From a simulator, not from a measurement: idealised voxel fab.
Process module name: voxel ribs on slabs
cross-section cut | 245 nm wide | cells 5 nm
Cross-section format: a grid of square cells, given as bands from top to bottom; each band is one or more rows of cells. Each band's line starts with the height of the band's top and of its bottom, in nm. Then come its materials from left to right, each with its width in nm. One material with "edge to edge" fills the band from edge to edge. "blank" is empty space. Below 0: as-received wafer, all one material; heights counted from there. Lowest band: no bottom, goes on down, written "0 down". When a width is written as two numbers, as in "30->40", the first number is the width in the top row of cells of the band and the second is the width in its bottom row, and the width changes by the same amount from each row to the next. No cell of the cross-section changed in a step that is given as "no alterations made". "Sealed-off cavities": sealed empty spaces, 8 cells or more, no open way to top, listed width x height at distance, with distance from the left edge and width, height and distance in nm. Post-settings text on a step line: simulator's own remark regarding the step. For masked steps, "overlay nm" on the step line gives how far right of plan the mask actually lay; a minus sign means it lay to the left.

[Process steps (planned)]
1) RECEIVE [material Si]
2) DIRECTIONAL_DEP [material SiO2] [thk nm 25]
3) DIRECTIONAL_DEP [material SiN] [thk nm 25]
4) DIRECTIONAL_DEP [material aC] [thk nm 15]
5) PATTERN [tone cover] [mask id RIB] [material resist] [width nm 15] [thk nm 30] [overlay nm 0]
6) DIRECTIONAL_ETCH [etch materials aC] [depth nm 15]
7) STRIP [etch materials resist]
8) DIRECTIONAL_ETCH [etch materials SiN] [depth nm 5]
9) STRIP [etch materials aC]
10) MASKED_ETCH [tone cover] [mask id SLAB] [width nm 55] [etch materials SiN] [depth nm 20] [overlay nm -15]
11) FILL_DEP [material SiO2] [thk nm 20]
12) CMP [height nm 65]
13) DIRECTIONAL_DEP [material TiN] [thk nm 10]
14) PATTERN [tone cover] [mask id HEATER] [material resist] [width nm 25] [thk nm 15] [overlay nm 0]
15) DIRECTIONAL_ETCH [etch materials TiN] [depth nm 10]
16) STRIP [etch materials resist]
17) CONFORMAL_DEP [material SiN] [thk nm 10]
Same starting wafers, different overlay nm at step 10. Plan value belongs to the first wafer.

[As received, i.e. after step 1: cross-section through the first of several wafers]
  0 down  Si edge to edge
  Sealed-off cavities: none

[Take any row and you have a wafer at the end of the module: how many cells of each material it has gained (+) or lost (-) since it was received, and then its closed voids]
overlay nm -15; +153 SiN; +590 SiO2; +10 TiN; Sealed-off cavities: none
overlay nm -10; +153 SiN; +590 SiO2; +10 TiN; Sealed-off cavities: none
overlay nm -5; +153 SiN; +590 SiO2; +10 TiN; Sealed-off cavities: none
overlay nm 0; +153 SiN; +590 SiO2; +10 TiN; Sealed-off cavities: none
overlay nm 5; +153 SiN; +590 SiO2; +10 TiN; Sealed-off cavities: none
overlay nm 10; +153 SiN; +590 SiO2; +10 TiN; Sealed-off cavities: none
overlay nm 15; +153 SiN; +590 SiO2; +10 TiN; Sealed-off cavities: none
